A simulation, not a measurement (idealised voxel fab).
You're looking at the process module voxel quadruple lines.
The figure presents cross-section cut, which has a width of 265 nm and is divided into square cells with an edge length of 5 nm.
If you're reading a cross-section in this doc, picture square cells in a grid; it comes to you as bands, top ones listed first down to the bottom, and a band can be one or more rows of cells. Per band: top height and bottom height in nm, followed by the left-to-right materials and their widths in nm; "full width" marks a single material spanning edge to edge, "blank" marks empty space. Height reference: 0 = level under which incoming wafer is all one material. Lowest band: no bottom, runs on downward, e.g. "top 0, no bottom". The width entry "30->40" should be interpreted row by row: the top row of cells in the band takes the first number, the bottom row takes the second number, and the change between adjacent rows is uniform throughout. "no change occurred" -> step changed no cross-section cell. In the "Voids, enclosed" entry, you get each enclosed empty space of 8 cells or more, one with no open way to the top, written width x height at distance, distance from the left edge, in nm. Note: text after step settings on the step line = simulator remark on that step. Each step line may optionally specify "overlay nm", which for a step with a mask gives the rightward distance between the mask's planned place and where it lay, a negative value indicating the leftward direction.

List of planned process steps:
- 1: op RECEIVE | material Si
- 2: op CONFORMAL_DEP | material SiO2 | thk nm 5
- 3: op DIRECTIONAL_DEP | material TiN | thk nm 10
- 4: op DIRECTIONAL_DEP | material polySi | thk nm 15
- 5: op DIRECTIONAL_DEP | material aC | thk nm 25
- 6: op PATTERN | tone cover | mask id MANDREL | material resist | width nm 25 | pitch nm 80 | thk nm 30 | overlay nm 0
- 7: op DIRECTIONAL_ETCH | etch materials aC | depth nm 25
- 8: op STRIP | etch materials resist
- 9: op CONFORMAL_DEP | material SiO2 | thk nm 15
- 10: op DIRECTIONAL_ETCH | etch materials SiO2 | depth nm 15
- 11: op STRIP | etch materials aC
- 12: op DIRECTIONAL_ETCH | etch materials polySi | depth nm 15
- 13: op STRIP | etch materials SiO2
- 14: op CONFORMAL_DEP | material SiCN | thk nm 5
- 15: op DIRECTIONAL_ETCH | etch materials SiCN | depth nm 5
- 16: op STRIP | etch materials polySi
- 17: op DIRECTIONAL_ETCH | etch materials TiN | depth nm 10
- 18: op STRIP | etch materials SiCN

Of two wafers, the first: run according to plan:

Incoming wafer, cross-sectional view, post step 1:
  top 0, no bottom  Si full width
  Voids, enclosed: none

You're looking at a cross-section of the wafer after step 2:
  top 5, bottom 0  SiO2 full width
  Under 0: no change, same as before.

You're looking at a cross-section of the wafer after step 3:
  top 15, bottom 5  TiN full width
  Under 5: no change, same as before.

You're looking at a cross-section of the wafer after step 4:
  top 30, bottom 15  polySi full width
  Under 15: no change, same as before.

You're looking at a cross-section of the wafer after step 5:
  top 55, bottom 30  aC full width
  Under 30: no change, same as before.

You're looking at a cross-section of the wafer after step 6:
  top 85, bottom 55  blank: 80, resist: 25, blank: 55, resist: 25, blank: 80
  Under 55: no change, same as before.

You're looking at a cross-section of the wafer after step 7:
  top 60, bottom 55  blank: 80, resist: 25, blank: 55, resist: 25, blank: 80
  top 55, bottom 30  blank: 80, aC: 25, blank: 55, aC: 25, blank: 80
  Under 30: no change, same as before.

You're looking at a cross-section of the wafer after step 8:
  top 55, bottom 30  blank: 80, aC: 25, blank: 55, aC: 25, blank: 80
  Under 30: no change, same as before.

You're looking at a cross-section of the wafer after step 9:
  top 70, bottom 55  blank: 65, SiO2: 55, blank: 25, SiO2: 55, blank: 65
  top 55, bottom 45  blank: 65, SiO2: 15, aC: 25, SiO2: 15, blank: 25, SiO2: 15, aC: 25, SiO2: 15, blank: 65
  top 45, bottom 30  SiO2: 80, aC: 25, SiO2: 55, aC: 25, SiO2: 80
  Under 30: no change, same as before.

You're looking at a cross-section of the wafer after step 10:
  top 55, bottom 30  blank: 65, SiO2: 15, aC: 25, SiO2: 15, blank: 25, SiO2: 15, aC: 25, SiO2: 15, blank: 65
  Under 30: no change, same as before.

You're looking at a cross-section of the wafer after step 11:
  top 55, bottom 30  blank: 65, SiO2: 15, blank: 25, SiO2: 15, blank: 25, SiO2: 15, blank: 25, SiO2: 15, blank: 65
  Under 30: no change, same as before.

You're looking at a cross-section of the wafer after step 12:
  top 55, bottom 30  blank: 65, SiO2: 15, blank: 25, SiO2: 15, blank: 25, SiO2: 15, blank: 25, SiO2: 15, blank: 65
  top 30, bottom 15  blank: 65, polySi: 15, blank: 25, polySi: 15, blank: 25, polySi: 15, blank: 25, polySi: 15, blank: 65
  Under 15: no change, same as before.

You're looking at a cross-section of the wafer after step 13:
  top 30, bottom 15  blank: 65, polySi: 15, blank: 25, polySi: 15, blank: 25, polySi: 15, blank: 25, polySi: 15, blank: 65
  Under 15: no change, same as before.

You're looking at a cross-section of the wafer after step 14:
  top 35, bottom 30  blank: 60, SiCN: 25, blank: 15, SiCN: 25, blank: 15, SiCN: 25, blank: 15, SiCN: 25, blank: 60
  top 30, bottom 20  blank: 60, SiCN: 5, polySi: 15, SiCN: 5, blank: 15, SiCN: 5, polySi: 15, SiCN: 5, blank: 15, SiCN: 5, polySi: 15, SiCN: 5, blank: 15, SiCN: 5, polySi: 15, SiCN: 5, blank: 60
  top 20, bottom 15  SiCN: 65, polySi: 15, SiCN: 25, polySi: 15, SiCN: 25, polySi: 15, SiCN: 25, polySi: 15, SiCN: 65
  Under 15: no change, same as before.

You're looking at a cross-section of the wafer after step 15:
  top 30, bottom 15  blank: 60, SiCN: 5, polySi: 15, SiCN: 5, blank: 15, SiCN: 5, polySi: 15, SiCN: 5, blank: 15, SiCN: 5, polySi: 15, SiCN: 5, blank: 15, SiCN: 5, polySi: 15, SiCN: 5, blank: 60
  Under 15: no change, same as before.

You're looking at a cross-section of the wafer after step 16:
  top 30, bottom 15  blank: 60, SiCN: 5, blank: 15, SiCN: 5, blank: 15, SiCN: 5, blank: 15, SiCN: 5, blank: 15, SiCN: 5, blank: 15, SiCN: 5, blank: 15, SiCN: 5, blank: 15, SiCN: 5, blank: 60
  Under 15: no change, same as before.

You're looking at a cross-section of the wafer after step 17:
  top 30, bottom 15  blank: 60, SiCN: 5, blank: 15, SiCN: 5, blank: 15, SiCN: 5, blank: 15, SiCN: 5, blank: 15, SiCN: 5, blank: 15, SiCN: 5, blank: 15, SiCN: 5, blank: 15, SiCN: 5, blank: 60
  top 15, bottom 5  blank: 60, TiN: 5, blank: 15, TiN: 5, blank: 15, TiN: 5, blank: 15, TiN: 5, blank: 15, TiN: 5, blank: 15, TiN: 5, blank: 15, TiN: 5, blank: 15, TiN: 5, blank: 60
  Under 5: no change, same as before.

You're looking at a cross-section of the wafer after step 18:
  top 15, bottom 5  blank: 60, TiN: 5, blank: 15, TiN: 5, blank: 15, TiN: 5, blank: 15, TiN: 5, blank: 15, TiN: 5, blank: 15, TiN: 5, blank: 15, TiN: 5, blank: 15, TiN: 5, blank: 60
  Under 5: no change, same as before.

For the second wafer, take the first wafer's start and plan, then add one mistake made in running it; everything through step 2, that step included, is shared with the first:

Planned end of step 3: second wafer, cross-section:
  top 20, bottom 5  polySi full width
  Under 5: no change, same as before.

Planned end of step 4: second wafer, cross-section:
  top 30, bottom 20  TiN full width
  Under 20: no change, same as before.

Planned end of step 5: second wafer, cross-section:
  top 55, bottom 30  aC full width
  Under 30: no change, same as before.

Planned end of step 6: second wafer, cross-section:
  top 85, bottom 55  blank: 80, resist: 25, blank: 55, resist: 25, blank: 80
  Under 55: no change, same as before.

Planned end of step 7: second wafer, cross-section:
  top 60, bottom 55  blank: 80, resist: 25, blank: 55, resist: 25, blank: 80
  top 55, bottom 30  blank: 80, aC: 25, blank: 55, aC: 25, blank: 80
  Under 30: no change, same as before.

Planned end of step 8: second wafer, cross-section:
  top 55, bottom 30  blank: 80, aC: 25, blank: 55, aC: 25, blank: 80
  Under 30: no change, same as before.

Planned end of step 9: second wafer, cross-section:
  top 70, bottom 55  blank: 65, SiO2: 55, blank: 25, SiO2: 55, blank: 65
  top 55, bottom 45  blank: 65, SiO2: 15, aC: 25, SiO2: 15, blank: 25, SiO2: 15, aC: 25, SiO2: 15, blank: 65
  top 45, bottom 30  SiO2: 80, aC: 25, SiO2: 55, aC: 25, SiO2: 80
  Under 30: no change, same as before.

Planned end of step 10: second wafer, cross-section:
  top 55, bottom 30  blank: 65, SiO2: 15, aC: 25, SiO2: 15, blank: 25, SiO2: 15, aC: 25, SiO2: 15, blank: 65
  Under 30: no change, same as before.

Planned end of step 11: second wafer, cross-section:
  top 55, bottom 30  blank: 65, SiO2: 15, blank: 25, SiO2: 15, blank: 25, SiO2: 15, blank: 25, SiO2: 15, blank: 65
  Under 30: no change, same as before.

Planned end of step 12: second wafer, cross-section: no change occurred

Planned end of step 13: second wafer, cross-section:
  top 30, bottom 20  TiN full width
  Under 20: no change, same as before.

Planned end of step 14: second wafer, cross-section:
  top 35, bottom 30  SiCN full width
  Under 30: no change, same as before.

Planned end of step 15: second wafer, cross-section:
  top 30, bottom 20  TiN full width
  Under 20: no change, same as before.

Planned end of step 16: second wafer, cross-section: no change occurred

Planned end of step 17: second wafer, cross-section:
  top 20, bottom 5  polySi full width
  Under 5: no change, same as before.

Planned end of step 18: second wafer, cross-section: no change occurred
What went wrong in running the wafer? ran 3 and 4 in swapped order versus the plan
The second wafer ends with more or fewer cells of some materials than the first, per final count: 16 fewer of TiN; 159 more of polySi
